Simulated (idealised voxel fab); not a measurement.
The following is a process module called voxel plated lines.
For reference, the cross-section in this document is cut, with width 155 nm and square cells of 5 nm.
Just so we're on the same page, the cross-sections are grids of square cells, and they're listed out in bands top to bottom, each band one or more rows deep. Band: top height; bottom height; in nm. Then, left to right: material with width in nm, for each material. "full width": a single material spanning edge to edge. "air": empty space. Heads up on the height convention: 0 is the point under which the incoming wafer is all one material, and the lowest band has no bottom, it just keeps going down, like "0 -> down". Width "30..40": first value at the band's top row of cells, second value at its bottom row, equal change from row to row. Basically "everything unchanged" means that step didn't change any cell in the cross-section. Each empty space that has no open way to the top and spans at least 8 cells appears under "Completely enclosed voids" as width x height at distance, the distance counted from the left edge, all in nm. Read whatever lies past the settings on a step's line as the simulator's own remark about the step. Among the settings permitted on a step's line is "overlay nm"; applied to a step with a mask, it specifies the extent to which the mask lay to the right of its planned position, whereas a negative figure signifies a position to the left.

The following list gives the planned process steps:
1,RECEIVE, material Si
2,CONFORMAL_DEP, material Al2O3, thk nm 15
3,DIRECTIONAL_DEP, material TiN, thk nm 5
4,PATTERN, tone open, mask id LINES, material resist, width nm 15, pitch nm 30, thk nm 40, overlay nm 0
5,EPI, material Ru, thk nm 10
6,EPI, material Ru, thk nm 5
7,EPI, material Ru, thk nm 5
8,STRIP, etch materials resist
9,DIRECTIONAL_ETCH, etch materials TiN, depth nm 5
10,CONFORMAL_DEP, material SiO2, thk nm 10

Account of the first of two wafers, which was processed as intended:

As received, after step 1:
> 0 -> down = Si full width
> Completely enclosed voids: none

After step 2: wafer cross-section:
> 15 -> 0 = Al2O3 full width
> Everything under 0 stays put, no change at all.

After step 3: wafer cross-section:
> 20 -> 15 = TiN full width
> Everything under 15 stays put, no change at all.

After step 4: wafer cross-section:
> 60 -> 20 = resist (55)  air (15)  resist (15)  air (15)  resist (55)
> Everything under 20 stays put, no change at all.

After step 5: wafer cross-section:
> 60 -> 30 = resist (55)  air (15)  resist (15)  air (15)  resist (55)
> 30 -> 20 = resist (55)  Ru (15)  resist (15)  Ru (15)  resist (55)
> Everything under 20 stays put, no change at all.

After step 6: wafer cross-section:
> 60 -> 35 = resist (55)  air (15)  resist (15)  air (15)  resist (55)
> 35 -> 20 = resist (55)  Ru (15)  resist (15)  Ru (15)  resist (55)
> Everything under 20 stays put, no change at all.

After step 7: wafer cross-section:
> 60 -> 40 = resist (55)  air (15)  resist (15)  air (15)  resist (55)
> 40 -> 20 = resist (55)  Ru (15)  resist (15)  Ru (15)  resist (55)
> Everything under 20 stays put, no change at all.

After step 8: wafer cross-section:
> 40 -> 20 = air (55)  Ru (15)  air (15)  Ru (15)  air (55)
> Everything under 20 stays put, no change at all.

After step 9: wafer cross-section:
> 40 -> 20 = air (55)  Ru (15)  air (15)  Ru (15)  air (55)
> 20 -> 15 = air (55)  TiN (15)  air (15)  TiN (15)  air (55)
> Everything under 15 stays put, no change at all.

After step 10: wafer cross-section:
> 50 -> 40 = air (45)  SiO2 (65)  air (45)
> 40 -> 25 = air (45)  SiO2 (10)  Ru (15)  SiO2 (15)  Ru (15)  SiO2 (10)  air (45)
> 25 -> 20 = SiO2 (55)  Ru (15)  SiO2 (15)  Ru (15)  SiO2 (55)
> 20 -> 15 = SiO2 (55)  TiN (15)  SiO2 (15)  TiN (15)  SiO2 (55)
> Everything under 15 stays put, no change at all.

The second wafer: identical to the first at the outset and in its planned sequence, differing only in that one mistake was made during processing; up to and including step 1, its path is the first wafer's path:

Second wafer, cut view, end of step 2 per plan:
> 10 -> 0 = Al2O3 full width
> Everything under 0 stays put, no change at all.

Second wafer, cut view, end of step 3 per plan:
> 15 -> 10 = TiN full width
> Everything under 10 stays put, no change at all.

Second wafer, cut view, end of step 4 per plan:
> 55 -> 15 = resist (55)  air (15)  resist (15)  air (15)  resist (55)
> Everything under 15 stays put, no change at all.

Second wafer, cut view, end of step 5 per plan:
> 55 -> 25 = resist (55)  air (15)  resist (15)  air (15)  resist (55)
> 25 -> 15 = resist (55)  Ru (15)  resist (15)  Ru (15)  resist (55)
> Everything under 15 stays put, no change at all.

Second wafer, cut view, end of step 6 per plan:
> 55 -> 30 = resist (55)  air (15)  resist (15)  air (15)  resist (55)
> 30 -> 15 = resist (55)  Ru (15)  resist (15)  Ru (15)  resist (55)
> Everything under 15 stays put, no change at all.

Second wafer, cut view, end of step 7 per plan:
> 55 -> 35 = resist (55)  air (15)  resist (15)  air (15)  resist (55)
> 35 -> 15 = resist (55)  Ru (15)  resist (15)  Ru (15)  resist (55)
> Everything under 15 stays put, no change at all.

Second wafer, cut view, end of step 8 per plan:
> 35 -> 15 = air (55)  Ru (15)  air (15)  Ru (15)  air (55)
> Everything under 15 stays put, no change at all.

Second wafer, cut view, end of step 9 per plan:
> 35 -> 15 = air (55)  Ru (15)  air (15)  Ru (15)  air (55)
> 15 -> 10 = air (55)  TiN (15)  air (15)  TiN (15)  air (55)
> Everything under 10 stays put, no change at all.

Second wafer, cut view, end of step 10 per plan:
> 45 -> 35 = air (45)  SiO2 (65)  air (45)
> 35 -> 20 = air (45)  SiO2 (10)  Ru (15)  SiO2 (15)  Ru (15)  SiO2 (10)  air (45)
> 20 -> 15 = SiO2 (55)  Ru (15)  SiO2 (15)  Ru (15)  SiO2 (55)
> 15 -> 10 = SiO2 (55)  TiN (15)  SiO2 (15)  TiN (15)  SiO2 (55)
> Everything under 10 stays put, no change at all.
The plan and the run diverged here: step 2 ran with different settings than intended, the actual operation and settings being CONFORMAL_DEP, material Al2O3, thk nm 10
Count the cells at the end and the second wafer has more or fewer of some materials than the first: Al2O3: 31 fewer
